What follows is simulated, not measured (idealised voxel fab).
Process module name: voxel air gaps
For reference, the cross-section in this document is cut, with width 265 nm and square cells of 5 nm.
Reading order for cross-sections: top band down to bottom band. Underlying form: a grid of square cells. Band size: one or more rows of cells.
Band entry format. Leading values: height of top, height of bottom, nm. Remainder: materials in left-to-right order, each with its width in nm. Special words: "all across" on a single material, which then fills the band edge to edge; "air", empty space.
The reference from which all heights are counted is 0, the level beneath which the as-received wafer is entirely one material; the lowest band, having no lower bound, proceeds downward and is written after the example "z 0 and below".
You'd read "30..40" like this: the band's top row of cells is as wide as the first number, its bottom row is as wide as the second, and going down, every row changes width by the same amount as the row before did.
It should be understood that the words "no change occurred", when stated for a given step, signify that the cross-section underwent no change in any of its cells during that step.
Under "Sealed cavities" you'll find the enclosed gaps, the ones with no way out to the top, that are 8 cells or bigger; each reads width x height at distance, with distance counted from the left edge, everything in nm.
after a step's settings: what the simulator itself notes on the step
The optional step-line setting "overlay nm" applies to steps with a mask and quantifies how far to the right of its planned location the mask lay, a negative value indicating leftward placement.

This section lists the process steps that were planned:
1,RECEIVE with material Si
2,CONFORMAL_DEP with material SiO2, thk nm 10
3,CONFORMAL_DEP with material SiCN, thk nm 5
4,DIRECTIONAL_DEP with material lowk, thk nm 40
5,PATTERN with tone open, mask id LINES, material resist, width nm 20, pitch nm 45, thk nm 15, overlay nm -15
6,DIRECTIONAL_ETCH with etch materials lowk, depth nm 40
7,STRIP with etch materials resist
8,CONFORMAL_DEP with material TiN, thk nm 5
9,FILL_DEP with material W, thk nm 5
10,CMP with height nm 55
11,EPI with material Ru, thk nm 10
12,SELECTIVE_ETCH with etch materials lowk, depth nm 50
13,CONFORMAL_DEP with material SiCN, thk nm 5
The wafers are alike at the start. At step 5, their overlay nm differs. The plan lists the first wafer's value.

The as-received cross-section of the first of several wafers corresponds to the state after step 1:
- z 0 and below: Si all across
- Sealed cavities: none

At the end of the module, after its last step, step 13, the first of several wafers appears in cross-section as follows:
- z 70 to 65: air 25 | SiCN 185 | air 55
- z 65 to 55: air 25 | SiCN 5 | Ru 40 | SiCN 5 | Ru 40 | SiCN 5 | Ru 40 | SiCN 5 | Ru 40 | SiCN 5 | air 55
- z 55 to 50: air 25 | SiCN 15 | TiN 5 | W 10 | TiN 5 | SiCN 25 | TiN 5 | W 10 | TiN 5 | SiCN 25 | TiN 5 | W 10 | TiN 5 | SiCN 25 | TiN 5 | W 10 | TiN 5 | SiCN 15 | air 55
- z 50 to 20: air 35 | SiCN 5 | TiN 5 | W 10 | TiN 5 | SiCN 5 | air 15 | SiCN 5 | TiN 5 | W 10 | TiN 5 | SiCN 5 | air 15 | SiCN 5 | TiN 5 | W 10 | TiN 5 | SiCN 5 | air 15 | SiCN 5 | TiN 5 | W 10 | TiN 5 | SiCN 5 | air 65
- z 20 to 15: SiCN 40 | TiN 20 | SiCN 25 | TiN 20 | SiCN 25 | TiN 20 | SiCN 25 | TiN 20 | SiCN 70
- z 15 to 10: SiCN all across
- z 10 to 0: SiO2 all across
- z 0 and below: Si all across
- Sealed cavities: 15 x 30 at 65; 15 x 30 at 110; 15 x 30 at 155

End of module, last wafer sectioned:
- z 70 to 65: air 55 | SiCN 185 | air 25
- z 65 to 55: air 55 | SiCN 5 | Ru 40 | SiCN 5 | Ru 40 | SiCN 5 | Ru 40 | SiCN 5 | Ru 40 | SiCN 5 | air 25
- z 55 to 50: air 55 | SiCN 15 | TiN 5 | W 10 | TiN 5 | SiCN 25 | TiN 5 | W 10 | TiN 5 | SiCN 25 | TiN 5 | W 10 | TiN 5 | SiCN 25 | TiN 5 | W 10 | TiN 5 | SiCN 15 | air 25
- z 50 to 20: air 65 | SiCN 5 | TiN 5 | W 10 | TiN 5 | SiCN 5 | air 15 | SiCN 5 | TiN 5 | W 10 | TiN 5 | SiCN 5 | air 15 | SiCN 5 | TiN 5 | W 10 | TiN 5 | SiCN 5 | air 15 | SiCN 5 | TiN 5 | W 10 | TiN 5 | SiCN 5 | air 35
- z 20 to 15: SiCN 70 | TiN 20 | SiCN 25 | TiN 20 | SiCN 25 | TiN 20 | SiCN 25 | TiN 20 | SiCN 40
- z 15 to 10: SiCN all across
- z 10 to 0: SiO2 all across
- z 0 and below: Si all across
- Sealed cavities: 15 x 30 at 95; 15 x 30 at 140; 15 x 30 at 185

Table: wafers, a row each; end-of-module cell change per material since receipt, gain (+), loss (-); then closed voids:
overlay nm -15; +64 Ru; +206 SiCN; +106 SiO2; +72 TiN; +56 W; Sealed cavities: 15 x 30 at 65; 15 x 30 at 110; 15 x 30 at 155
overlay nm -10; +64 Ru; +206 SiCN; +106 SiO2; +72 TiN; +56 W; Sealed cavities: 15 x 30 at 70; 15 x 30 at 115; 15 x 30 at 160
overlay nm -5; +64 Ru; +206 SiCN; +106 SiO2; +72 TiN; +56 W; Sealed cavities: 15 x 30 at 75; 15 x 30 at 120; 15 x 30 at 165
overlay nm 0; +64 Ru; +206 SiCN; +106 SiO2; +72 TiN; +56 W; Sealed cavities: 15 x 30 at 80; 15 x 30 at 125; 15 x 30 at 170
overlay nm 5; +64 Ru; +206 SiCN; +106 SiO2; +72 TiN; +56 W; Sealed cavities: 15 x 30 at 85; 15 x 30 at 130; 15 x 30 at 175
overlay nm 10; +64 Ru; +206 SiCN; +106 SiO2; +72 TiN; +56 W; Sealed cavities: 15 x 30 at 90; 15 x 30 at 135; 15 x 30 at 180
overlay nm 15; +64 Ru; +206 SiCN; +106 SiO2; +72 TiN; +56 W; Sealed cavities: 15 x 30 at 95; 15 x 30 at 140; 15 x 30 at 185
